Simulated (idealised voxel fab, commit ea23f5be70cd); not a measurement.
Name of the process module below: voxel trench capacitor
Section shown: cut. Width: 230 nm. Cell size: 5 nm, square.
Format of a cross-section: grid, square cells. Given as bands. Order: top down. Band: one or more rows of cells. What a band's entry tells you: where the top is and where the bottom is, as heights in nm, and after that what lies inside, material by material from left to right, each with its width in nm. Empty space is written as the word "air", and a single material marked with the word "full width" occupies the band from edge to edge. Height is counted from the level 0, under which the received wafer is composed throughout of one material. The lowest of the bands is not closed at the bottom but continues downward, in the notation "0..down". The notation "30 to 40" denotes a width that varies across the rows of cells in the band, beginning at the first number in the top row, finishing at the second number in the bottom row, and changing by an identical amount from each row to the next. Where the words "nothing altered" appear for a step, the cross-section shows no cell changed by that step; every cell remained as before. For the entry "Trapped voids", the listed items are empty spaces with no open way to the top whose size is 8 cells or more; each item follows the pattern width x height at distance, where distance is from the left edge and all three are in nm. What comes after the settings on a step's line is commentary from the simulator itself on that step. overlay nm, on a step with a mask: how far to the right of its planned place the mask lay; to the left if negative. Reading guide: pairs of cross-sections, before and after one process step; after view cut off at lowest changed band; step and settings listed under each pair. Pairs may stem from different runs of this module on the same starting wafer; continuity with the pair above only where the "Before the process" entry states it.

Before the process:
* 0..down  Si full width
* Trapped voids: none

Step Outcome:
* 10..0  SiN full width
* Unchanged below 0.
* Trapped voids: none
The transition between the preceding cross-sections is accomplished by CONFORMAL_DEP (material SiN; thk nm 10)

Before the process: after-state, pair directly above.

Step Outcome:
* 25..10  resist (45) | air (25) | resist (30) | air (25) | resist (30) | air (25) | resist (50)
* Unchanged below 10.
* Trapped voids: none
The transition between the preceding cross-sections is accomplished by PATTERN (tone open; mask id TRENCH; material resist; width nm 25; pitch nm 55; thk nm 15; overlay nm 0)

Before the process: after-state, pair directly above.

Step Outcome:
* 25..10  resist (45) | air (25) | resist (30) | air (25) | resist (30) | air (25) | resist (50)
* 10..0  SiN (45) | air (25) | SiN (30) | air (25) | SiN (30) | air (25) | SiN (50)
* Unchanged below 0.
* Trapped voids: none
The transition between the preceding cross-sections is accomplished by DIRECTIONAL_ETCH (etch materials SiN; depth nm 10)

Before the process: after-state, pair directly above.

Step Outcome:
* 25..10  resist (45) | air (25) | resist (30) | air (25) | resist (30) | air (25) | resist (50)
* 10..0  SiN (45) | air (25) | SiN (30) | air (25) | SiN (30) | air (25) | SiN (50)
* 0..-30  Si (45) | air (25) | Si (30) | air (25) | Si (30) | air (25) | Si (50)
* Unchanged below -30.
* Trapped voids: none
The transition between the preceding cross-sections is accomplished by DIRECTIONAL_ETCH (etch materials Si; depth nm 30)

Before the process: after-state, pair directly above.

Step Outcome:
* 10..0  SiN (45) | air (25) | SiN (30) | air (25) | SiN (30) | air (25) | SiN (50)
* Unchanged below 0.
* Trapped voids: none
The transition between the preceding cross-sections is accomplished by STRIP (etch materials resist)

Before the process: after-state, pair directly above.

Step Outcome:
* 15..10  Al2O3 (50) | air (15) | Al2O3 (40) | air (15) | Al2O3 (40) | air (15) | Al2O3 (55)
* 10..0  SiN (45) | Al2O3 (5) | air (15) | Al2O3 (5) | SiN (30) | Al2O3 (5) | air (15) | Al2O3 (5) | SiN (30) | Al2O3 (5) | air (15) | Al2O3 (5) | SiN (50)
* 0..-25  Si (45) | Al2O3 (5) | air (15) | Al2O3 (5) | Si (30) | Al2O3 (5) | air (15) | Al2O3 (5) | Si (30) | Al2O3 (5) | air (15) | Al2O3 (5) | Si (50)
* -25..-30  Si (45) | Al2O3 (25) | Si (30) | Al2O3 (25) | Si (30) | Al2O3 (25) | Si (50)
* Unchanged below -30.
* Trapped voids: none
The transition between the preceding cross-sections is accomplished by CONFORMAL_DEP (material Al2O3; thk nm 5)

Before the process: after-state, pair directly above.

Step Outcome:
* 25..15  polySi full width
* 15..10  Al2O3 (50) | polySi (15) | Al2O3 (40) | polySi (15) | Al2O3 (40) | polySi (15) | Al2O3 (55)
* 10..0  SiN (45) | Al2O3 (5) | polySi (15) | Al2O3 (5) | SiN (30) | Al2O3 (5) | polySi (15) | Al2O3 (5) | SiN (30) | Al2O3 (5) | polySi (15) | Al2O3 (5) | SiN (50)
* 0..-25  Si (45) | Al2O3 (5) | polySi (15) | Al2O3 (5) | Si (30) | Al2O3 (5) | polySi (15) | Al2O3 (5) | Si (30) | Al2O3 (5) | polySi (15) | Al2O3 (5) | Si (50)
* Unchanged below -25.
* Trapped voids: none
The transition between the preceding cross-sections is accomplished by FILL_DEP (material polySi; thk nm 10)

Before the process: after-state, pair directly above.

Step Outcome:
* 10..0  SiN (45) | Al2O3 (5) | polySi (15) | Al2O3 (5) | SiN (30) | Al2O3 (5) | polySi (15) | Al2O3 (5) | SiN (30) | Al2O3 (5) | polySi (15) | Al2O3 (5) | SiN (50)
* Unchanged below 0.
* Trapped voids: none
The transition between the preceding cross-sections is accomplished by CMP (height nm 10)

Before the process:
* 25..10  resist (45) | air (25) | resist (30) | air (25) | resist (30) | air (25) | resist (50)
* 10..0  SiN (45) | air (25) | SiN (30) | air (25) | SiN (30) | air (25) | SiN (50)
* 0..-30  Si (45) | air (25) | Si (30) | air (25) | Si (30) | air (25) | Si (50)
* -30..down  Si full width
* Trapped voids: none

Step Outcome:
* 25..10  resist (45) | air (25) | resist (30) | air (25) | resist (30) | air (25) | resist (50)
* 10..0  SiN (45) | air (25) | SiN (30) | air (25) | SiN (30) | air (25) | SiN (50)
* 0..-60  Si (45) | air (25) | Si (30) | air (25) | Si (30) | air (25) | Si (50)
* Unchanged below -60.
* Trapped voids: none
The transition between the preceding cross-sections is accomplished by DIRECTIONAL_ETCH (etch materials Si; depth nm 30)

Before the process: after-state, pair directly above.

Step Outcome:
* 10..0  SiN (45) | air (25) | SiN (30) | air (25) | SiN (30) | air (25) | SiN (50)
* Unchanged below 0.
* Trapped voids: none
The transition between the preceding cross-sections is accomplished by STRIP (etch materials resist)

Before the process: after-state, pair directly above.

Step Outcome:
* 15..10  Al2O3 (50) | air (15) | Al2O3 (40) | air (15) | Al2O3 (40) | air (15) | Al2O3 (55)
* 10..0  SiN (45) | Al2O3 (5) | air (15) | Al2O3 (5) | SiN (30) | Al2O3 (5) | air (15) | Al2O3 (5) | SiN (30) | Al2O3 (5) | air (15) | Al2O3 (5) | SiN (50)
* 0..-55  Si (45) | Al2O3 (5) | air (15) | Al2O3 (5) | Si (30) | Al2O3 (5) | air (15) | Al2O3 (5) | Si (30) | Al2O3 (5) | air (15) | Al2O3 (5) | Si (50)
* -55..-60  Si (45) | Al2O3 (25) | Si (30) | Al2O3 (25) | Si (30) | Al2O3 (25) | Si (50)
* Unchanged below -60.
* Trapped voids: none
The transition between the preceding cross-sections is accomplished by CONFORMAL_DEP (material Al2O3; thk nm 5)

Before the process: after-state, pair directly above.

Step Outcome:
* 25..15  polySi full width
* 15..10  Al2O3 (50) | polySi (15) | Al2O3 (40) | polySi (15) | Al2O3 (40) | polySi (15) | Al2O3 (55)
* 10..0  SiN (45) | Al2O3 (5) | polySi (15) | Al2O3 (5) | SiN (30) | Al2O3 (5) | polySi (15) | Al2O3 (5) | SiN (30) | Al2O3 (5) | polySi (15) | Al2O3 (5) | SiN (50)
* 0..-55  Si (45) | Al2O3 (5) | polySi (15) | Al2O3 (5) | Si (30) | Al2O3 (5) | polySi (15) | Al2O3 (5) | Si (30) | Al2O3 (5) | polySi (15) | Al2O3 (5) | Si (50)
* Unchanged below -55.
* Trapped voids: none
The transition between the preceding cross-sections is accomplished by FILL_DEP (material polySi; thk nm 10)

Before the process: after-state, pair directly above.

Step Outcome:
* 10..0  SiN (45) | Al2O3 (5) | polySi (15) | Al2O3 (5) | SiN (30) | Al2O3 (5) | polySi (15) | Al2O3 (5) | SiN (30) | Al2O3 (5) | polySi (15) | Al2O3 (5) | SiN (50)
* Unchanged below 0.
* Trapped voids: none
The transition between the preceding cross-sections is accomplished by CMP (height nm 10)

Before the process:
* 25..10  resist (45) | air (25) | resist (30) | air (25) | resist (30) | air (25) | resist (50)
* 10..0  SiN (45) | air (25) | SiN (30) | air (25) | SiN (30) | air (25) | SiN (50)
* 0..down  Si full width
* Trapped voids: none

Step Outcome:
* 10..0  SiN (45) | air (25) | SiN (30) | air (25) | SiN (30) | air (25) | SiN (50)
* Unchanged below 0.
* Trapped voids: none
The transition between the preceding cross-sections is accomplished by STRIP (etch materials resist)

Before the process: after-state, pair directly above.

Step Outcome:
* 10..0  SiN (45) | air (25) | SiN (30) | air (25) | SiN (30) | air (25) | SiN (50)
* 0..-30  Si (45) | air (25) | Si (30) | air (25) | Si (30) | air (25) | Si (50)
* Unchanged below -30.
* Trapped voids: none
The transition between the preceding cross-sections is accomplished by DIRECTIONAL_ETCH (etch materials Si; depth nm 30)

Before the process:
* 25..10  resist (45) | air (25) | resist (30) | air (25) | resist (30) | air (25) | resist (50)
* 10..0  SiN (45) | air (25) | SiN (30) | air (25) | SiN (30) | air (25) | SiN (50)
* 0..down  Si full width
* Trapped voids: none

Step Outcome:
* 25..10  resist (45) | air (25) | resist (30) | air (25) | resist (30) | air (25) | resist (50)
* 10..0  SiN (45) | air (25) | SiN (30) | air (25) | SiN (30) | air (25) | SiN (50)
* 0..-20  Si (45) | air (25) | Si (30) | air (25) | Si (30) | air (25) | Si (50)
* Unchanged below -20.
* Trapped voids: none
The transition between the preceding cross-sections is accomplished by DIRECTIONAL_ETCH (etch materials Si; depth nm 20)

Before the process: after-state, pair directly above.

Step Outcome:
* 10..0  SiN (45) | air (25) | SiN (30) | air (25) | SiN (30) | air (25) | SiN (50)
* Unchanged below 0.
* Trapped voids: none
The transition between the preceding cross-sections is accomplished by STRIP (etch materials resist)

Before the process: after-state, pair directly above.

Step Outcome:
* 15..10  Al2O3 (50) | air (15) | Al2O3 (40) | air (15) | Al2O3 (40) | air (15) | Al2O3 (55)
* 10..0  SiN (45) | Al2O3 (5) | air (15) | Al2O3 (5) | SiN (30) | Al2O3 (5) | air (15) | Al2O3 (5) | SiN (30) | Al2O3 (5) | air (15) | Al2O3 (5) | SiN (50)
* 0..-15  Si (45) | Al2O3 (5) | air (15) | Al2O3 (5) | Si (30) | Al2O3 (5) | air (15) | Al2O3 (5) | Si (30) | Al2O3 (5) | air (15) | Al2O3 (5) | Si (50)
* -15..-20  Si (45) | Al2O3 (25) | Si (30) | Al2O3 (25) | Si (30) | Al2O3 (25) | Si (50)
* Unchanged below -20.
* Trapped voids: none
The transition between the preceding cross-sections is accomplished by CONFORMAL_DEP (material Al2O3; thk nm 5)

Before the process: after-state, pair directly above.

Step Outcome:
* 25..15  polySi full width
* 15..10  Al2O3 (50) | polySi (15) | Al2O3 (40) | polySi (15) | Al2O3 (40) | polySi (15) | Al2O3 (55)
* 10..0  SiN (45) | Al2O3 (5) | polySi (15) | Al2O3 (5) | SiN (30) | Al2O3 (5) | polySi (15) | Al2O3 (5) | SiN (30) | Al2O3 (5) | polySi (15) | Al2O3 (5) | SiN (50)
* 0..-15  Si (45) | Al2O3 (5) | polySi (15) | Al2O3 (5) | Si (30) | Al2O3 (5) | polySi (15) | Al2O3 (5) | Si (30) | Al2O3 (5) | polySi (15) | Al2O3 (5) | Si (50)
* Unchanged below -15.
* Trapped voids: none
The transition between the preceding cross-sections is accomplished by FILL_DEP (material polySi; thk nm 10)

Before the process: after-state, pair directly above.

Step Outcome:
* 10..0  SiN (45) | Al2O3 (5) | polySi (15) | Al2O3 (5) | SiN (30) | Al2O3 (5) | polySi (15) | Al2O3 (5) | SiN (30) | Al2O3 (5) | polySi (15) | Al2O3 (5) | SiN (50)
* Unchanged below 0.
* Trapped voids: none
The transition between the preceding cross-sections is accomplished by CMP (height nm 10)

Before the process:
* 10..0  SiN full width
* 0..down  Si full width
* Trapped voids: none

Step Outcome:
* 25..10  resist (45) | air (30) | resist (25) | air (30) | resist (25) | air (30) | resist (45)
* Unchanged below 10.
* Trapped voids: none
The transition between the preceding cross-sections is accomplished by PATTERN (tone open; mask id TRENCH; material resist; width nm 30; pitch nm 55; thk nm 15; overlay nm 0)

Before the process: after-state, pair directly above.

Step Outcome:
* 25..10  resist (45) | air (30) | resist (25) | air (30) | resist (25) | air (30) | resist (45)
* 10..0  SiN (45) | air (30) | SiN (25) | air (30) | SiN (25) | air (30) | SiN (45)
* Unchanged below 0.
* Trapped voids: none
The transition between the preceding cross-sections is accomplished by DIRECTIONAL_ETCH (etch materials SiN; depth nm 10)

Before the process: after-state, pair directly above.

Step Outcome:
* 25..10  resist (45) | air (30) | resist (25) | air (30) | resist (25) | air (30) | resist (45)
* 10..0  SiN (45) | air (30) | SiN (25) | air (30) | SiN (25) | air (30) | SiN (45)
* 0..-30  Si (45) | air (30) | Si (25) | air (30) | Si (25) | air (30) | Si (45)
* Unchanged below -30.
* Trapped voids: none
The transition between the preceding cross-sections is accomplished by DIRECTIONAL_ETCH (etch materials Si; depth nm 30)

Before the process: after-state, pair directly above.

Step Outcome:
* 10..0  SiN (45) | air (30) | SiN (25) | air (30) | SiN (25) | air (30) | SiN (45)
* Unchanged below 0.
* Trapped voids: none
The transition between the preceding cross-sections is accomplished by STRIP (etch materials resist)

Before the process: after-state, pair directly above.

Step Outcome:
* 15..10  Al2O3 (50) | air (20) | Al2O3 (35) | air (20) | Al2O3 (35) | air (20) | Al2O3 (50)
* 10..0  SiN (45) | Al2O3 (5) | air (20) | Al2O3 (5) | SiN (25) | Al2O3 (5) | air (20) | Al2O3 (5) | SiN (25) | Al2O3 (5) | air (20) | Al2O3 (5) | SiN (45)
* 0..-25  Si (45) | Al2O3 (5) | air (20) | Al2O3 (5) | Si (25) | Al2O3 (5) | air (20) | Al2O3 (5) | Si (25) | Al2O3 (5) | air (20) | Al2O3 (5) | Si (45)
* -25..-30  Si (45) | Al2O3 (30) | Si (25) | Al2O3 (30) | Si (25) | Al2O3 (30) | Si (45)
* Unchanged below -30.
* Trapped voids: none
The transition between the preceding cross-sections is accomplished by CONFORMAL_DEP (material Al2O3; thk nm 5)

Before the process: after-state, pair directly above.

Step Outcome:
* 25..15  polySi full width
* 15..10  Al2O3 (50) | polySi (20) | Al2O3 (35) | polySi (20) | Al2O3 (35) | polySi (20) | Al2O3 (50)
* 10..0  SiN (45) | Al2O3 (5) | polySi (20) | Al2O3 (5) | SiN (25) | Al2O3 (5) | polySi (20) | Al2O3 (5) | SiN (25) | Al2O3 (5) | polySi (20) | Al2O3 (5) | SiN (45)
* 0..-25  Si (45) | Al2O3 (5) | polySi (20) | Al2O3 (5) | Si (25) | Al2O3 (5) | polySi (20) | Al2O3 (5) | Si (25) | Al2O3 (5) | polySi (20) | Al2O3 (5) | Si (45)
* Unchanged below -25.
* Trapped voids: none
The transition between the preceding cross-sections is accomplished by FILL_DEP (material polySi; thk nm 10)

Before the process: after-state, pair directly above.

Step Outcome:
* 10..0  SiN (45) | Al2O3 (5) | polySi (20) | Al2O3 (5) | SiN (25) | Al2O3 (5) | polySi (20) | Al2O3 (5) | SiN (25) | Al2O3 (5) | polySi (20) | Al2O3 (5) | SiN (45)
* Unchanged below 0.
* Trapped voids: none
The transition between the preceding cross-sections is accomplished by CMP (height nm 10)

Before the process:
* 10..0  SiN full width
* 0..down  Si full width
* Trapped voids: none

Step Outcome:
* 25..10  resist (40) | air (25) | resist (30) | air (25) | resist (30) | air (25) | resist (55)
* Unchanged below 10.
* Trapped voids: none
The transition between the preceding cross-sections is accomplished by PATTERN (tone open; mask id TRENCH; material resist; width nm 25; pitch nm 55; thk nm 15; overlay nm -5)

Before the process: after-state, pair directly above.

Step Outcome:
* 25..10  resist (40) | air (25) | resist (30) | air (25) | resist (30) | air (25) | resist (55)
* 10..0  SiN (40) | air (25) | SiN (30) | air (25) | SiN (30) | air (25) | SiN (55)
* Unchanged below 0.
* Trapped voids: none
The transition between the preceding cross-sections is accomplished by DIRECTIONAL_ETCH (etch materials SiN; depth nm 10)

Before the process: after-state, pair directly above.

Step Outcome:
* 25..10  resist (40) | air (25) | resist (30) | air (25) | resist (30) | air (25) | resist (55)
* 10..0  SiN (40) | air (25) | SiN (30) | air (25) | SiN (30) | air (25) | SiN (55)
* 0..-30  Si (40) | air (25) | Si (30) | air (25) | Si (30) | air (25) | Si (55)
* Unchanged below -30.
* Trapped voids: none
The transition between the preceding cross-sections is accomplished by DIRECTIONAL_ETCH (etch materials Si; depth nm 30)

Before the process: after-state, pair directly above.

Step Outcome:
* 10..0  SiN (40) | air (25) | SiN (30) | air (25) | SiN (30) | air (25) | SiN (55)
* Unchanged below 0.
* Trapped voids: none
The transition between the preceding cross-sections is accomplished by STRIP (etch materials resist)

Before the process: after-state, pair directly above.

Step Outcome:
* 15..10  Al2O3 (45) | air (15) | Al2O3 (40) | air (15) | Al2O3 (40) | air (15) | Al2O3 (60)
* 10..0  SiN (40) | Al2O3 (5) | air (15) | Al2O3 (5) | SiN (30) | Al2O3 (5) | air (15) | Al2O3 (5) | SiN (30) | Al2O3 (5) | air (15) | Al2O3 (5) | SiN (55)
* 0..-25  Si (40) | Al2O3 (5) | air (15) | Al2O3 (5) | Si (30) | Al2O3 (5) | air (15) | Al2O3 (5) | Si (30) | Al2O3 (5) | air (15) | Al2O3 (5) | Si (55)
* -25..-30  Si (40) | Al2O3 (25) | Si (30) | Al2O3 (25) | Si (30) | Al2O3 (25) | Si (55)
* Unchanged below -30.
* Trapped voids: none
The transition between the preceding cross-sections is accomplished by CONFORMAL_DEP (material Al2O3; thk nm 5)

Before the process: after-state, pair directly above.

Step Outcome:
* 25..15  polySi full width
* 15..10  Al2O3 (45) | polySi (15) | Al2O3 (40) | polySi (15) | Al2O3 (40) | polySi (15) | Al2O3 (60)
* 10..0  SiN (40) | Al2O3 (5) | polySi (15) | Al2O3 (5) | SiN (30) | Al2O3 (5) | polySi (15) | Al2O3 (5) | SiN (30) | Al2O3 (5) | polySi (15) | Al2O3 (5) | SiN (55)
* 0..-25  Si (40) | Al2O3 (5) | polySi (15) | Al2O3 (5) | Si (30) | Al2O3 (5) | polySi (15) | Al2O3 (5) | Si (30) | Al2O3 (5) | polySi (15) | Al2O3 (5) | Si (55)
* Unchanged below -25.
* Trapped voids: none
The transition between the preceding cross-sections is accomplished by FILL_DEP (material polySi; thk nm 10)

Before the process: after-state, pair directly above.

Step Outcome:
* 10..0  SiN (40) | Al2O3 (5) | polySi (15) | Al2O3 (5) | SiN (30) | Al2O3 (5) | polySi (15) | Al2O3 (5) | SiN (30) | Al2O3 (5) | polySi (15) | Al2O3 (5) | SiN (55)
* Unchanged below 0.
* Trapped voids: none
The transition between the preceding cross-sections is accomplished by CMP (height nm 10)

Before the process:
* 0..down  Si full width
* Trapped voids: none

Step Outcome:
* 10..0  Al2O3 full width
* Unchanged below 0.
* Trapped voids: none
The transition between the preceding cross-sections is accomplished by CONFORMAL_DEP (material Al2O3; thk nm 10)

Before the process: after-state, pair directly above.

Step Outcome:
* 25..10  resist (45) | air (25) | resist (30) | air (25) | resist (30) | air (25) | resist (50)
* Unchanged below 10.
* Trapped voids: none
The transition between the preceding cross-sections is accomplished by PATTERN (tone open; mask id TRENCH; material resist; width nm 25; pitch nm 55; thk nm 15; overlay nm 0)

Before the process: after-state, pair directly above.

Step Outcome:
* 10..0  Al2O3 full width
* Unchanged below 0.
* Trapped voids: none
The transition between the preceding cross-sections is accomplished by STRIP (etch materials resist)

Before the process: after-state, pair directly above.

Step Outcome:
* 15..0  Al2O3 full width
* Unchanged below 0.
* Trapped voids: none
The transition between the preceding cross-sections is accomplished by CONFORMAL_DEP (material Al2O3; thk nm 5)

Before the process: after-state, pair directly above.

Step Outcome:
* 25..15  polySi full width
* Unchanged below 15.
* Trapped voids: none
The transition between the preceding cross-sections is accomplished by FILL_DEP (material polySi; thk nm 10)

Before the process: after-state, pair directly above.

Step Outcome:
* 10..0  Al2O3 full width
* Unchanged below 0.
* Trapped voids: none
The transition between the preceding cross-sections is accomplished by CMP (height nm 10)

Before the process:
* 10..0  SiN full width
* 0..down  Si full width
* Trapped voids: none

Step Outcome:
* 25..10  air (45) | resist (25) | air (30) | resist (25) | air (30) | resist (25) | air (50)
* Unchanged below 10.
* Trapped voids: none
The transition between the preceding cross-sections is accomplished by PATTERN (tone cover; mask id TRENCH; material resist; width nm 25; pitch nm 55; thk nm 15; overlay nm 0)

Before the process: after-state, pair directly above.

Step Outcome:
* 25..10  air (45) | resist (25) | air (30) | resist (25) | air (30) | resist (25) | air (50)
* 10..0  air (45) | SiN (25) | air (30) | SiN (25) | air (30) | SiN (25) | air (50)
* Unchanged below 0.
* Trapped voids: none
The transition between the preceding cross-sections is accomplished by DIRECTIONAL_ETCH (etch materials SiN; depth nm 10)

Before the process: after-state, pair directly above.

Step Outcome:
* 25..10  air (45) | resist (25) | air (30) | resist (25) | air (30) | resist (25) | air (50)
* 10..0  air (45) | SiN (25) | air (30) | SiN (25) | air (30) | SiN (25) | air (50)
* 0..-30  air (45) | Si (25) | air (30) | Si (25) | air (30) | Si (25) | air (50)
* Unchanged below -30.
* Trapped voids: none
The transition between the preceding cross-sections is accomplished by DIRECTIONAL_ETCH (etch materials Si; depth nm 30)

Before the process: after-state, pair directly above.

Step Outcome:
* 10..0  air (45) | SiN (25) | air (30) | SiN (25) | air (30) | SiN (25) | air (50)
* Unchanged below 0.
* Trapped voids: none
The transition between the preceding cross-sections is accomplished by STRIP (etch materials resist)

Before the process: after-state, pair directly above.

Step Outcome:
* 15..10  air (40) | Al2O3 (35) | air (20) | Al2O3 (35) | air (20) | Al2O3 (35) | air (45)
* 10..0  air (40) | Al2O3 (5) | SiN (25) | Al2O3 (5) | air (20) | Al2O3 (5) | SiN (25) | Al2O3 (5) | air (20) | Al2O3 (5) | SiN (25) | Al2O3 (5) | air (45)
* 0..-25  air (40) | Al2O3 (5) | Si (25) | Al2O3 (5) | air (20) | Al2O3 (5) | Si (25) | Al2O3 (5) | air (20) | Al2O3 (5) | Si (25) | Al2O3 (5) | air (45)
* -25..-30  Al2O3 (45) | Si (25) | Al2O3 (30) | Si (25) | Al2O3 (30) | Si (25) | Al2O3 (50)
* Unchanged below -30.
* Trapped voids: none
The transition between the preceding cross-sections is accomplished by CONFORMAL_DEP (material Al2O3; thk nm 5)

Before the process: after-state, pair directly above.

Step Outcome:
* 25..15  polySi full width
* 15..10  polySi (40) | Al2O3 (35) | polySi (20) | Al2O3 (35) | polySi (20) | Al2O3 (35) | polySi (45)
* 10..0  polySi (40) | Al2O3 (5) | SiN (25) | Al2O3 (5) | polySi (20) | Al2O3 (5) | SiN (25) | Al2O3 (5) | polySi (20) | Al2O3 (5) | SiN (25) | Al2O3 (5) | polySi (45)
* 0..-25  polySi (40) | Al2O3 (5) | Si (25) | Al2O3 (5) | polySi (20) | Al2O3 (5) | Si (25) | Al2O3 (5) | polySi (20) | Al2O3 (5) | Si (25) | Al2O3 (5) | polySi (45)
* Unchanged below -25.
* Trapped voids: none
The transition between the preceding cross-sections is accomplished by FILL_DEP (material polySi; thk nm 10)

Before the process: after-state, pair directly above.

Step Outcome:
* 10..0  polySi (40) | Al2O3 (5) | SiN (25) | Al2O3 (5) | polySi (20) | Al2O3 (5) | SiN (25) | Al2O3 (5) | polySi (20) | Al2O3 (5) | SiN (25) | Al2O3 (5) | polySi (45)
* Unchanged below 0.
* Trapped voids: none
The transition between the preceding cross-sections is accomplished by CMP (height nm 10)
